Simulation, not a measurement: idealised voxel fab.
Title: Process Module voxel wiring stack
This is section cut - it's 275 nm across, gridded in 5 nm square cells.
Format of a cross-section: grid, square cells. Given as bands. Order: top down. Band: one or more rows of cells.
First you get the band's top height and its bottom height, in nm, and then the materials it's made of, left to right, with each width in nm. If you see a single material with "edge to edge", that one covers the band edge to edge. "blank" is empty space.
The reference from which all heights are counted is 0, the level beneath which the as-received wafer is entirely one material; the lowest band, having no lower bound, proceeds downward and is written after the example "top 0, no bottom".
So if you see something like "30..40" for the width, read it as the top row of the band sitting at the first number and the bottom row at the second, with every row in between moving by the same amount as the last.
Any step labelled "same as before" changed none of the cells in the cross-section.
You'll see "Trapped voids" listing empty spaces that have no way open to the top, as long as they're 8 cells or more; the notation is width x height at distance, where the distance is from the left edge, and all of it is in nm.
Text after the settings on a step's line: the simulator's own remark on that step.
overlay nm: right-of-plan distance of the mask on a masked step; negative values mean left-of-plan.

PROCESS STEPS - PLAN
| 1 | RECEIVE, material Si |
| 2 | CONFORMAL_DEP, material SiO2, thk nm 15 |
| 3 | DIRECTIONAL_DEP, material TiN, thk nm 5 |
| 4 | DIRECTIONAL_DEP, material Ru, thk nm 20 |
| 5 | PATTERN, tone cover, mask id METAL_1, material resist, width nm 30, pitch nm 50, thk nm 20, overlay nm 0 |
| 6 | DIRECTIONAL_ETCH, etch materials Ru, depth nm 20 |
| 7 | DIRECTIONAL_ETCH, etch materials TiN, depth nm 5 |
| 8 | STRIP, etch materials resist |
| 9 | CONFORMAL_DEP, material SiN, thk nm 5 |
| 10 | FILL_DEP, material SiO2, thk nm 5 |
| 11 | CMP, height nm 40 |
| 12 | CONFORMAL_DEP, material SiCN, thk nm 5 |
| 13 | DIRECTIONAL_DEP, material SiO2, thk nm 15 |
| 14 | MASKED_ETCH, tone open, mask id PLUG_1, width nm 15, etch materials SiO2, depth nm 15, overlay nm 0 |
| 15 | MASKED_ETCH, tone open, mask id PLUG_1, width nm 15, etch materials SiCN, depth nm 5, overlay nm 0 |
| 16 | EPI, material Ru, thk nm 10 |
| 17 | EPI, material Ru, thk nm 10 |
| 18 | DIRECTIONAL_DEP, material TiN, thk nm 5 |
| 19 | DIRECTIONAL_DEP, material Ru, thk nm 25 |
| 20 | MASKED_ETCH, tone cover, mask id METAL_2, width nm 30, pitch nm 50, etch materials Ru, depth nm 15, overlay nm 0 |
| 21 | MASKED_ETCH, tone cover, mask id METAL_2, width nm 30, pitch nm 50, etch materials TiN, depth nm 5, overlay nm 0 |
| 22 | FILL_DEP, material lowk, thk nm 5 |
| 23 | CMP, height nm 90 |
| 24 | CONFORMAL_DEP, material SiCN, thk nm 5 |
| 25 | DIRECTIONAL_DEP, material SiO2, thk nm 20 |
| 26 | MASKED_ETCH, tone open, mask id PLUG_2, width nm 15, etch materials SiO2, depth nm 20, overlay nm 0 |
| 27 | MASKED_ETCH, tone open, mask id PLUG_2, width nm 15, etch materials SiCN, depth nm 5, overlay nm 0 |
| 28 | EPI, material Ru, thk nm 10 |
| 29 | EPI, material Ru, thk nm 10 |
| 30 | EPI, material Ru, thk nm 5 |
| 31 | DIRECTIONAL_DEP, material TiN, thk nm 5 |
| 32 | DIRECTIONAL_DEP, material W, thk nm 20 |
| 33 | DIRECTIONAL_DEP, material aC, thk nm 10 |
| 34 | PATTERN, tone cover, mask id METAL_3, material resist, width nm 30, pitch nm 50, thk nm 30, overlay nm 0 |
| 35 | DIRECTIONAL_ETCH, etch materials aC, depth nm 10 |
| 36 | STRIP, etch materials resist |
| 37 | DIRECTIONAL_ETCH, etch materials W, depth nm 20 |
| 38 | DIRECTIONAL_ETCH, etch materials TiN, depth nm 5 |
| 39 | STRIP, etch materials aC |
| 40 | FILL_DEP, material lowk, thk nm 5 |
| 41 | CMP, height nm 140 |
| 42 | CONFORMAL_DEP, material SiCN, thk nm 5 |
The wafers in this document start out alike and differ in the depth nm applied at step 20; the plan shows the value used for the first wafer.

THE FIRST OF SEVERAL WAFERS, AS RECEIVED AFTER STEP 1, SEEN IN SECTION
	top 0, no bottom  Si edge to edge
	Trapped voids: none

FIRST OF SEVERAL WAFERS IN CROSS-SECTION AT MODULE END, FOLLOWING THE FINAL STEP, STEP 42
	top 145, bottom 140  SiCN edge to edge
	top 140, bottom 120  95 lowk  30 W  20 lowk  30 W  100 lowk
	top 120, bottom 115  95 lowk  30 TiN  20 lowk  30 TiN  100 lowk
	top 115, bottom 95  95 SiO2  15 Ru  165 SiO2
	top 95, bottom 90  95 SiCN  15 Ru  165 SiCN
	top 90, bottom 75  95 lowk  30 Ru  20 lowk  30 Ru  100 lowk
	top 75, bottom 65  Ru edge to edge
	top 65, bottom 60  TiN edge to edge
	top 60, bottom 45  95 SiO2  15 Ru  165 SiO2
	top 45, bottom 40  95 SiCN  15 Ru  165 SiCN
	top 40, bottom 20  90 SiO2  5 SiN  30 Ru  5 SiN  10 SiO2  5 SiN  30 Ru  5 SiN  95 SiO2
	top 20, bottom 15  95 SiN  30 TiN  20 SiN  30 TiN  100 SiN
	top 15, bottom 0  SiO2 edge to edge
	top 0, no bottom  Si edge to edge
	Trapped voids: none

LAST WAFER, END OF MODULE, CROSS-SECTION
	top 145, bottom 140  SiCN edge to edge
	top 140, bottom 120  95 lowk  30 W  20 lowk  30 W  100 lowk
	top 120, bottom 115  95 lowk  30 TiN  20 lowk  30 TiN  100 lowk
	top 115, bottom 95  95 SiO2  15 Ru  165 SiO2
	top 95, bottom 90  95 SiCN  15 Ru  165 SiCN
	top 90, bottom 65  95 lowk  30 Ru  20 lowk  30 Ru  100 lowk
	top 65, bottom 60  95 lowk  30 TiN  20 lowk  30 TiN  100 lowk
	top 60, bottom 45  95 SiO2  15 Ru  165 SiO2
	top 45, bottom 40  95 SiCN  15 Ru  165 SiCN
	top 40, bottom 20  90 SiO2  5 SiN  30 Ru  5 SiN  10 SiO2  5 SiN  30 Ru  5 SiN  95 SiO2
	top 20, bottom 15  95 SiN  30 TiN  20 SiN  30 TiN  100 SiN
	top 15, bottom 0  SiO2 edge to edge
	top 0, no bottom  Si edge to edge
	Trapped voids: none

TABLE: WAFERS, A ROW EACH; END-OF-MODULE CELL CHANGE PER MATERIAL SINCE RECEIPT, GAIN (+), LOSS (-); THEN CLOSED VOIDS
depth nm 15 | +221 Ru | +159 SiCN | +59 SiN | +685 SiO2 | +79 TiN | +48 W | +344 lowk | Trapped voids: none
depth nm 20 | +178 Ru | +159 SiCN | +59 SiN | +685 SiO2 | +79 TiN | +48 W | +387 lowk | Trapped voids: none
depth nm 25 | +135 Ru | +159 SiCN | +59 SiN | +685 SiO2 | +36 TiN | +48 W | +473 lowk | Trapped voids: none
depth nm 30 | +135 Ru | +159 SiCN | +59 SiN | +685 SiO2 | +36 TiN | +48 W | +473 lowk | Trapped voids: none
depth nm 35 | +135 Ru | +159 SiCN | +59 SiN | +685 SiO2 | +36 TiN | +48 W | +473 lowk | Trapped voids: none
depth nm 40 | +135 Ru | +159 SiCN | +59 SiN | +685 SiO2 | +36 TiN | +48 W | +473 lowk | Trapped voids: none
